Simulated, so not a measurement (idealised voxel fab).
Name of the process module below: voxel wiring stack
This is section cut - it's 240 nm across, gridded in 5 nm square cells.
Notation: cross-section as square-cell grid; stated in bands, top first, going down; one or more cell rows per band. Heads up on the band format: heights come first, top then bottom, in nm. After that it's the materials left to right, each with its width in nm. A single material flagged "everywhere" fills the whole band edge to edge, and "blank" means there's empty space there. Height datum 0, below which the as-received substrate wafer is one material. Lowest band open at the bottom, running downward: "0 nm and below". With a width like "30->40", each row of cells in the band differs from the next by the same amount, the top row carrying the first number and the bottom row the second. The cross-section has no changed cell in any step marked "left unchanged". Look at "Sealed internal cavities" for the closed voids: empty spaces with no open path to the top, sized 8 cells or up. Each is width x height at distance, distance from the left edge, all nm. Note: text after step settings on the step line = simulator remark on that step. "overlay nm", when on a step's line for a step with a mask, measures how far to the right of its planned place the mask lay; a negative measure means to the left.
Planned step list for the process:
1. RECEIVE,material Si
2. CONFORMAL_DEP,material SiO2,thk nm 10
3. DIRECTIONAL_DEP,material TiN,thk nm 5
4. DIRECTIONAL_DEP,material W,thk nm 25
5. MASKED_ETCH,tone cover,mask id METAL_1,width nm 20,pitch nm 40,etch materials W,depth nm 25,overlay nm 0
6. MASKED_ETCH,tone cover,mask id METAL_1,width nm 15,pitch nm 40,etch materials TiN,depth nm 5,overlay nm 0
7. FILL_DEP,material lowk,thk nm 5
8. CMP,height nm 40
9. CONFORMAL_DEP,material SiCN,thk nm 5
10. DIRECTIONAL_DEP,material lowk,thk nm 10
11. MASKED_ETCH,tone open,mask id PLUG_1,width nm 15,pitch nm 40,etch materials lowk,depth nm 10,overlay nm 0
12. MASKED_ETCH,tone open,mask id PLUG_1,width nm 15,pitch nm 40,etch materials SiCN,depth nm 5,overlay nm 0
13. EPI,material Ru,thk nm 10
14. EPI,material Ru,thk nm 5
15. CONFORMAL_DEP,material SiCN,thk nm 5
16. DIRECTIONAL_DEP,material lowk,thk nm 15
17. PATTERN,tone open,mask id METAL_2,material resist,width nm 20,pitch nm 40,thk nm 15,overlay nm 0
18. DIRECTIONAL_ETCH,etch materials lowk,depth nm 15
19. DIRECTIONAL_ETCH,etch materials SiCN,depth nm 5
20. STRIP,etch materials resist
21. CONFORMAL_DEP,material TiN,thk nm 5
22. FILL_DEP,material Cu,thk nm 10
23. CMP,height nm 75
24. EPI,material Ru,thk nm 5
25. FILL_DEP,material SiCN,thk nm 5
26. DIRECTIONAL_DEP,material lowk,thk nm 20
27. MASKED_ETCH,tone open,mask id PLUG_2,width nm 15,pitch nm 80,etch materials lowk,depth nm 20,overlay nm 0
28. MASKED_ETCH,tone open,mask id PLUG_2,width nm 15,pitch nm 80,etch materials SiCN,depth nm 5,overlay nm 0
29. EPI,material Ru,thk nm 10
30. EPI,material Ru,thk nm 10
31. EPI,material Ru,thk nm 5
32. CONFORMAL_DEP,material SiCN,thk nm 5
33. DIRECTIONAL_DEP,material lowk,thk nm 25
34. PATTERN,tone open,mask id METAL_3,material resist,width nm 20,pitch nm 40,thk nm 20,overlay nm 0
35. DIRECTIONAL_ETCH,etch materials lowk,depth nm 25
36. DIRECTIONAL_ETCH,etch materials SiCN,depth nm 5
37. STRIP,etch materials resist
38. CONFORMAL_DEP,material TiN,thk nm 5
39. FILL_DEP,material Ru,thk nm 10
40. CMP,height nm 135
41. CONFORMAL_DEP,material SiCN,thk nm 5
For clarity, it should be stated that the wafers under discussion commence in an identical condition and differ with respect to the width nm of step 6, the plan indicating the value that the first wafer had.
Cross-section of the first of several received wafers, showing its state after step 1:
* 0 nm and below: Si everywhere
* Sealed internal cavities: none
Each row below is a wafer at the end of the module, listing for every material the number of cells it has gained (+) or lost (-) since it was received, followed by its closed voids:
width nm 15, +24 Cu, +130 Ru, +214 SiCN, +96 SiO2, +112 TiN, +80 W, +688 lowk, Sealed internal cavities: none
width nm 20, +24 Cu, +130 Ru, +214 SiCN, +96 SiO2, +112 TiN, +80 W, +688 lowk, Sealed internal cavities: none
width nm 25, +24 Cu, +130 Ru, +214 SiCN, +96 SiO2, +116 TiN, +80 W, +684 lowk, Sealed internal cavities: none
